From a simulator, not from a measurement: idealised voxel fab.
process module | voxel transistor to metal
cross-section cut | 175 nm wide | cells 5 nm
A cross-section is a grid of square cells, given in bands from the top down. A band is one or more rows of cells.
Each band's line starts with the height of the band's top and of its bottom, in nm. Then come its materials from left to right, each with its width in nm. One material with "throughout" fills the band from edge to edge. "air" is empty space.
Height 0 is the level under which the wafer as received is all one material. The lowest band goes on downwards, as in "0 down".
A width such as "30 to 40" changes by the same amount from each row of cells to the next, from the band's top row to its bottom row.
"no change" after a step means that no cell of the cross-section changed.
closed voids: empty space of 8 cells or more with no open way to the top, each as width x height at its distance from the left edge, in nm
after a step's settings: what the simulator itself notes on the step
overlay nm, on a step with a mask: how far to the right of its planned place the mask lay; to the left if negative
plan
1 op RECEIVE | material Si
2 op OXIDIZE | depth nm 5
3 op CONFORMAL_DEP | material SiN | thk nm 15
4 op MASKED_ETCH | tone cover | mask id ACTIVE | width nm 125 | etch materials SiN | depth nm 15 | overlay nm 0
5 op MASKED_ETCH | tone cover | mask id ACTIVE | width nm 125 | etch materials SiO2 | depth nm 5 | overlay nm 0
6 op MASKED_ETCH | tone cover | mask id ACTIVE | width nm 125 | etch materials Si | depth nm 20 | overlay nm 0
7 op OXIDIZE | depth nm 5
8 op FILL_DEP | material SiO2 | thk nm 5
9 op CMP | height nm 15
10 op SELECTIVE_ETCH | etch materials SiO2 | depth nm 10
11 op STRIP | etch materials SiN
12 op SELECTIVE_ETCH | etch materials SiO2 | depth nm 5
13 op OXIDIZE | depth nm 5
14 op DIRECTIONAL_DEP | material polySi | thk nm 30
15 op DIRECTIONAL_DEP | material SiCN | thk nm 15
16 op MASKED_ETCH | tone cover | mask id GATE | width nm 15 | etch materials SiCN | depth nm 25 | overlay nm 0
17 op MASKED_ETCH | tone cover | mask id GATE | width nm 25 | etch materials polySi | depth nm 40 | overlay nm 0
18 op CONFORMAL_DEP | material SiN | thk nm 5
19 op DIRECTIONAL_ETCH | etch materials SiN | depth nm 5
20 op DIRECTIONAL_ETCH | etch materials SiO2 | depth nm 5
21 op DIRECTIONAL_ETCH | etch materials Si | depth nm 10
22 op EPI | material nSi | thk nm 15
23 op FILL_DEP | material SiO2 | thk nm 5
24 op CMP | height nm 25
25 op STRIP | etch materials polySi
26 op SELECTIVE_ETCH | etch materials SiO2 | depth nm 5
27 op CONFORMAL_DEP | material HfO2 | thk nm 5
28 op CONFORMAL_DEP | material TiN | thk nm 5
29 op FILL_DEP | material W | thk nm 5
30 op CMP | height nm 20
31 op DIRECTIONAL_DEP | material SiO2 | thk nm 15
32 op DIRECTIONAL_DEP | material aC | thk nm 10
33 op PATTERN | tone open | mask id CONTACT | material resist | width nm 20 | pitch nm 85 | thk nm 30 | overlay nm 0
34 op DIRECTIONAL_ETCH | etch materials aC | depth nm 10
35 op STRIP | etch materials resist
36 op DIRECTIONAL_ETCH | etch materials SiO2 | depth nm 40
37 op STRIP | etch materials aC
38 op CONFORMAL_DEP | material TiN | thk nm 5
39 op FILL_DEP | material W | thk nm 5
40 op CMP | height nm 35
41 op DIRECTIONAL_DEP | material TiN | thk nm 5
42 op DIRECTIONAL_DEP | material Ru | thk nm 15
43 op MASKED_ETCH | tone cover | mask id METAL_1 | width nm 20 | pitch nm 85 | etch materials Ru | depth nm 15 | overlay nm 0
44 op MASKED_ETCH | tone cover | mask id METAL_1 | width nm 20 | pitch nm 85 | etch materials TiN | depth nm 5 | overlay nm 0
45 op FILL_DEP | material SiO2 | thk nm 10
46 op CMP | height nm 55
47 op CONFORMAL_DEP | material SiCN | thk nm 5
48 op DIRECTIONAL_DEP | material SiO2 | thk nm 25
49 op MASKED_ETCH | tone open | mask id METAL_2_HOLES | width nm 15 | pitch nm 85 | etch materials SiO2 | depth nm 25 | overlay nm 0
50 op DIRECTIONAL_DEP | material aC | thk nm 15
51 op PATTERN | tone open | mask id METAL_2 | material resist | width nm 20 | pitch nm 85 | thk nm 35 | overlay nm 0
52 op DIRECTIONAL_ETCH | etch materials aC | depth nm 15
53 op STRIP | etch materials resist
54 op DIRECTIONAL_ETCH | etch materials SiO2 | depth nm 15
55 op DIRECTIONAL_ETCH | etch materials SiCN | depth nm 5
56 op STRIP | etch materials aC
57 op CONFORMAL_DEP | material TiN | thk nm 5
58 op FILL_DEP | material Ru | thk nm 5
59 op CMP | height nm 85
60 op CONFORMAL_DEP | material SiCN | thk nm 5
varied across the wafers: width nm of step 16. The plan shows the first wafer's value. All wafers start alike
first wafer as received, after step 1
  0 down: Si throughout
  closed voids: none
each wafer at the end: cells of each material gained (+) or lost (-) since it was received, then its closed voids
width nm 15 | +17 HfO2 | +38 Ru | -150 Si | +64 SiCN | +12 SiN | +472 SiO2 | +83 TiN | +32 W | +62 nSi | closed voids: none
width nm 20 | +17 HfO2 | +38 Ru | -150 Si | +64 SiCN | +12 SiN | +472 SiO2 | +83 TiN | +32 W | +62 nSi | closed voids: none
width nm 25 | +17 HfO2 | +38 Ru | -150 Si | +64 SiCN | +12 SiN | +472 SiO2 | +83 TiN | +32 W | +62 nSi | closed voids: none
width nm 30 | +18 HfO2 | +38 Ru | -148 Si | +64 SiCN | +12 SiN | +469 SiO2 | +84 TiN | +34 W | +59 nSi | closed voids: none
width nm 35 | +19 HfO2 | +38 Ru | -146 Si | +64 SiCN | +12 SiN | +466 SiO2 | +85 TiN | +36 W | +56 nSi | closed voids: none
width nm 40 | +20 HfO2 | +38 Ru | -144 Si | +64 SiCN | +12 SiN | +463 SiO2 | +86 TiN | +38 W | +53 nSi | closed voids: none
